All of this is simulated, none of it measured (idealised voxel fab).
Process module heading - voxel self aligned vias
The width of the displayed cross-section, cut, is 300 nm; its cells are square, with a size of 5 nm.
Bands, listed from the top down, are how a cross-section gets written in this document; the cross-section itself is a grid of square cells, and a band is one or more rows of them. Quick guide to a band line: top height, bottom height (nm) up front; then every material left to right with its width in nm. Only one material and it's marked "edge to edge"? Then it fills the band edge to edge. And "blank" just means empty space. Below 0: as-received wafer, all one material; heights counted from there. Lowest band: no bottom, goes on down, written "top 0, no bottom". The expression "30..40" gives the width at the extremes of the band, the first number at its top row of cells and the second at its bottom row, with the width changing by equal amounts from each row to the next in between. A step reported as "no modification" is a step in which no cell of the cross-section changed. In the "Enclosed void inventory" entry, you get each enclosed empty space of 8 cells or more, one with no open way to the top, written width x height at distance, distance from the left edge, in nm. Past the settings on a step's line: simulator remark, on that step. overlay nm: right-of-plan distance of the mask on a masked step; negative values mean left-of-plan.
### The steps planned for the process are as follows
step 1: RECEIVE,material Si
step 2: CONFORMAL_DEP,material SiO2,thk nm 15
step 3: CONFORMAL_DEP,material SiCN,thk nm 5
step 4: DIRECTIONAL_DEP,material lowk,thk nm 20
step 5: DIRECTIONAL_DEP,material aC,thk nm 10
step 6: PATTERN,tone open,mask id LINES,material resist,width nm 20,pitch nm 60,thk nm 30,overlay nm 0
step 7: DIRECTIONAL_ETCH,etch materials aC,depth nm 10
step 8: STRIP,etch materials resist
step 9: DIRECTIONAL_ETCH,etch materials lowk,depth nm 20
step 10: STRIP,etch materials aC
step 11: CONFORMAL_DEP,material TiN,thk nm 5
step 12: FILL_DEP,material W,thk nm 5
step 13: CMP,height nm 40
step 14: SELECTIVE_ETCH,etch materials W Ru TiN,depth nm 10
step 15: FILL_DEP,material SiN,thk nm 10
step 16: CMP,height nm 40
step 17: DIRECTIONAL_DEP,material lowk,thk nm 15
step 18: PATTERN,tone open,mask id VIAS,material resist,width nm 40,pitch nm 60,thk nm 20,overlay nm 0
step 19: DIRECTIONAL_ETCH,etch materials lowk,depth nm 15
step 20: DIRECTIONAL_ETCH,etch materials SiN,depth nm 10
step 21: STRIP,etch materials resist
step 22: CONFORMAL_DEP,material TiN,thk nm 5
step 23: FILL_DEP,material W,thk nm 5
step 24: CMP,height nm 55
step 25: CONFORMAL_DEP,material SiN,thk nm 5
### The following pertains to the first of two wafers, which was processed as planned
### Step 1 complete: cross-section of the wafer as received
	top 0, no bottom | Si edge to edge
	Enclosed void inventory: none
### Wafer after step 2 (cross-section)
	top 15, bottom 0 | SiO2 edge to edge
	At heights below 0, the structure remains unaltered.
### Wafer after step 3 (cross-section)
	top 20, bottom 15 | SiCN edge to edge
	At heights below 15, the structure remains unaltered.
### Wafer after step 4 (cross-section)
	top 40, bottom 20 | lowk edge to edge
	At heights below 20, the structure remains unaltered.
### Wafer after step 5 (cross-section)
	top 50, bottom 40 | aC edge to edge
	At heights below 40, the structure remains unaltered.
### Wafer after step 6 (cross-section)
	top 80, bottom 50 | 110 nm resist, 20 nm blank, 40 nm resist, 20 nm blank, 110 nm resist
	At heights below 50, the structure remains unaltered.
### Wafer after step 7 (cross-section)
	top 70, bottom 50 | 110 nm resist, 20 nm blank, 40 nm resist, 20 nm blank, 110 nm resist
	top 50, bottom 40 | 110 nm aC, 20 nm blank, 40 nm aC, 20 nm blank, 110 nm aC
	At heights below 40, the structure remains unaltered.
### Wafer after step 8 (cross-section)
	top 50, bottom 40 | 110 nm aC, 20 nm blank, 40 nm aC, 20 nm blank, 110 nm aC
	At heights below 40, the structure remains unaltered.
### Wafer after step 9 (cross-section)
	top 50, bottom 40 | 110 nm aC, 20 nm blank, 40 nm aC, 20 nm blank, 110 nm aC
	top 40, bottom 20 | 110 nm lowk, 20 nm blank, 40 nm lowk, 20 nm blank, 110 nm lowk
	At heights below 20, the structure remains unaltered.
### Wafer after step 10 (cross-section)
	top 40, bottom 20 | 110 nm lowk, 20 nm blank, 40 nm lowk, 20 nm blank, 110 nm lowk
	At heights below 20, the structure remains unaltered.
### Wafer after step 11 (cross-section)
	top 45, bottom 40 | 115 nm TiN, 10 nm blank, 50 nm TiN, 10 nm blank, 115 nm TiN
	top 40, bottom 25 | 110 nm lowk, 5 nm TiN, 10 nm blank, 5 nm TiN, 40 nm lowk, 5 nm TiN, 10 nm blank, 5 nm TiN, 110 nm lowk
	top 25, bottom 20 | 110 nm lowk, 20 nm TiN, 40 nm lowk, 20 nm TiN, 110 nm lowk
	At heights below 20, the structure remains unaltered.
### Wafer after step 12 (cross-section)
	top 50, bottom 45 | W edge to edge
	top 45, bottom 40 | 115 nm TiN, 10 nm W, 50 nm TiN, 10 nm W, 115 nm TiN
	top 40, bottom 25 | 110 nm lowk, 5 nm TiN, 10 nm W, 5 nm TiN, 40 nm lowk, 5 nm TiN, 10 nm W, 5 nm TiN, 110 nm lowk
	At heights below 25, the structure remains unaltered.
### Wafer after step 13 (cross-section)
	top 40, bottom 25 | 110 nm lowk, 5 nm TiN, 10 nm W, 5 nm TiN, 40 nm lowk, 5 nm TiN, 10 nm W, 5 nm TiN, 110 nm lowk
	At heights below 25, the structure remains unaltered.
### Wafer after step 14 (cross-section)
	top 40, bottom 30 | 110 nm lowk, 20 nm blank, 40 nm lowk, 20 nm blank, 110 nm lowk
	At heights below 30, the structure remains unaltered.
### Wafer after step 15 (cross-section)
	top 50, bottom 40 | SiN edge to edge
	top 40, bottom 30 | 110 nm lowk, 20 nm SiN, 40 nm lowk, 20 nm SiN, 110 nm lowk
	At heights below 30, the structure remains unaltered.
### Wafer after step 16 (cross-section)
	top 40, bottom 30 | 110 nm lowk, 20 nm SiN, 40 nm lowk, 20 nm SiN, 110 nm lowk
	At heights below 30, the structure remains unaltered.
### Wafer after step 17 (cross-section)
	top 55, bottom 40 | lowk edge to edge
	At heights below 40, the structure remains unaltered.
### Wafer after step 18 (cross-section)
	top 75, bottom 55 | 100 nm resist, 40 nm blank, 20 nm resist, 40 nm blank, 100 nm resist
	At heights below 55, the structure remains unaltered.
### Wafer after step 19 (cross-section)
	top 75, bottom 55 | 100 nm resist, 40 nm blank, 20 nm resist, 40 nm blank, 100 nm resist
	top 55, bottom 40 | 100 nm lowk, 40 nm blank, 20 nm lowk, 40 nm blank, 100 nm lowk
	At heights below 40, the structure remains unaltered.
### Wafer after step 20 (cross-section)
	top 75, bottom 55 | 100 nm resist, 40 nm blank, 20 nm resist, 40 nm blank, 100 nm resist
	top 55, bottom 40 | 100 nm lowk, 40 nm blank, 20 nm lowk, 40 nm blank, 100 nm lowk
	top 40, bottom 30 | 110 nm lowk, 20 nm blank, 40 nm lowk, 20 nm blank, 110 nm lowk
	At heights below 30, the structure remains unaltered.
### Wafer after step 21 (cross-section)
	top 55, bottom 40 | 100 nm lowk, 40 nm blank, 20 nm lowk, 40 nm blank, 100 nm lowk
	At heights below 40, the structure remains unaltered.
### Wafer after step 22 (cross-section)
	top 60, bottom 55 | 105 nm TiN, 30 nm blank, 30 nm TiN, 30 nm blank, 105 nm TiN
	top 55, bottom 45 | 100 nm lowk, 5 nm TiN, 30 nm blank, 5 nm TiN, 20 nm lowk, 5 nm TiN, 30 nm blank, 5 nm TiN, 100 nm lowk
	top 45, bottom 35 | 100..110 nm lowk, 15..5 nm TiN, 10 nm blank, 15..5 nm TiN, 20..40 nm lowk, 15..5 nm TiN, 10 nm blank, 15..5 nm TiN, 100..110 nm lowk
	top 35, bottom 30 | 110 nm lowk, 20 nm TiN, 40 nm lowk, 20 nm TiN, 110 nm lowk
	At heights below 30, the structure remains unaltered.
### Wafer after step 23 (cross-section)
	top 65, bottom 60 | W edge to edge
	top 60, bottom 55 | 105 nm TiN, 30 nm W, 30 nm TiN, 30 nm W, 105 nm TiN
	top 55, bottom 45 | 100 nm lowk, 5 nm TiN, 30 nm W, 5 nm TiN, 20 nm lowk, 5 nm TiN, 30 nm W, 5 nm TiN, 100 nm lowk
	top 45, bottom 35 | 100..110 nm lowk, 15..5 nm TiN, 10 nm W, 15..5 nm TiN, 20..40 nm lowk, 15..5 nm TiN, 10 nm W, 15..5 nm TiN, 100..110 nm lowk
	At heights below 35, the structure remains unaltered.
### Wafer after step 24 (cross-section)
	top 55, bottom 45 | 100 nm lowk, 5 nm TiN, 30 nm W, 5 nm TiN, 20 nm lowk, 5 nm TiN, 30 nm W, 5 nm TiN, 100 nm lowk
	At heights below 45, the structure remains unaltered.
### Wafer after step 25 (cross-section)
	top 60, bottom 55 | SiN edge to edge
	At heights below 55, the structure remains unaltered.
### Second wafer: same start and same plan as the first, one execution error; identical to the first through step 17
### Second wafer, cross-section, planned end of step 18
	top 75, bottom 55 | 105 nm resist, 35 nm blank, 25 nm resist, 35 nm blank, 100 nm resist
	At heights below 55, the structure remains unaltered.
### Second wafer, cross-section, planned end of step 19
	top 75, bottom 55 | 105 nm resist, 35 nm blank, 25 nm resist, 35 nm blank, 100 nm resist
	top 55, bottom 40 | 105 nm lowk, 35 nm blank, 25 nm lowk, 35 nm blank, 100 nm lowk
	At heights below 40, the structure remains unaltered.
### Second wafer, cross-section, planned end of step 20
	top 75, bottom 55 | 105 nm resist, 35 nm blank, 25 nm resist, 35 nm blank, 100 nm resist
	top 55, bottom 40 | 105 nm lowk, 35 nm blank, 25 nm lowk, 35 nm blank, 100 nm lowk
	top 40, bottom 30 | 110 nm lowk, 20 nm blank, 40 nm lowk, 20 nm blank, 110 nm lowk
	At heights below 30, the structure remains unaltered.
### Second wafer, cross-section, planned end of step 21
	top 55, bottom 40 | 105 nm lowk, 35 nm blank, 25 nm lowk, 35 nm blank, 100 nm lowk
	At heights below 40, the structure remains unaltered.
### Second wafer, cross-section, planned end of step 22
	top 60, bottom 55 | 110 nm TiN, 25 nm blank, 35 nm TiN, 25 nm blank, 105 nm TiN
	top 55, bottom 45 | 105 nm lowk, 5 nm TiN, 25 nm blank, 5 nm TiN, 25 nm lowk, 5 nm TiN, 25 nm blank, 5 nm TiN, 100 nm lowk
	top 45, bottom 35 | 105..110 nm lowk, 10..5 nm TiN, 10 nm blank, 15..5 nm TiN, 25..40 nm lowk, 10..5 nm TiN, 10 nm blank, 15..5 nm TiN, 100..110 nm lowk
	top 35, bottom 30 | 110 nm lowk, 20 nm TiN, 40 nm lowk, 20 nm TiN, 110 nm lowk
	At heights below 30, the structure remains unaltered.
### Second wafer, cross-section, planned end of step 23
	top 65, bottom 60 | W edge to edge
	top 60, bottom 55 | 110 nm TiN, 25 nm W, 35 nm TiN, 25 nm W, 105 nm TiN
	top 55, bottom 45 | 105 nm lowk, 5 nm TiN, 25 nm W, 5 nm TiN, 25 nm lowk, 5 nm TiN, 25 nm W, 5 nm TiN, 100 nm lowk
	top 45, bottom 35 | 105..110 nm lowk, 10..5 nm TiN, 10 nm W, 15..5 nm TiN, 25..40 nm lowk, 10..5 nm TiN, 10 nm W, 15..5 nm TiN, 100..110 nm lowk
	At heights below 35, the structure remains unaltered.
### Second wafer, cross-section, planned end of step 24
	top 55, bottom 45 | 105 nm lowk, 5 nm TiN, 25 nm W, 5 nm TiN, 25 nm lowk, 5 nm TiN, 25 nm W, 5 nm TiN, 100 nm lowk
	At heights below 45, the structure remains unaltered.
### Second wafer, cross-section, planned end of step 25
	top 60, bottom 55 | SiN edge to edge
	At heights below 55, the structure remains unaltered.
Which mistake was made when the wafer was run? heads up, step 18 didn't go per plan, it actually ran as PATTERN,tone open,mask id VIAS,material resist,width nm 35,pitch nm 60,thk nm 20,overlay nm 0
Once processing is complete, comparing cell counts shows that the second wafer has more or fewer of certain materials than the first: TiN -2, W -4, lowk +6
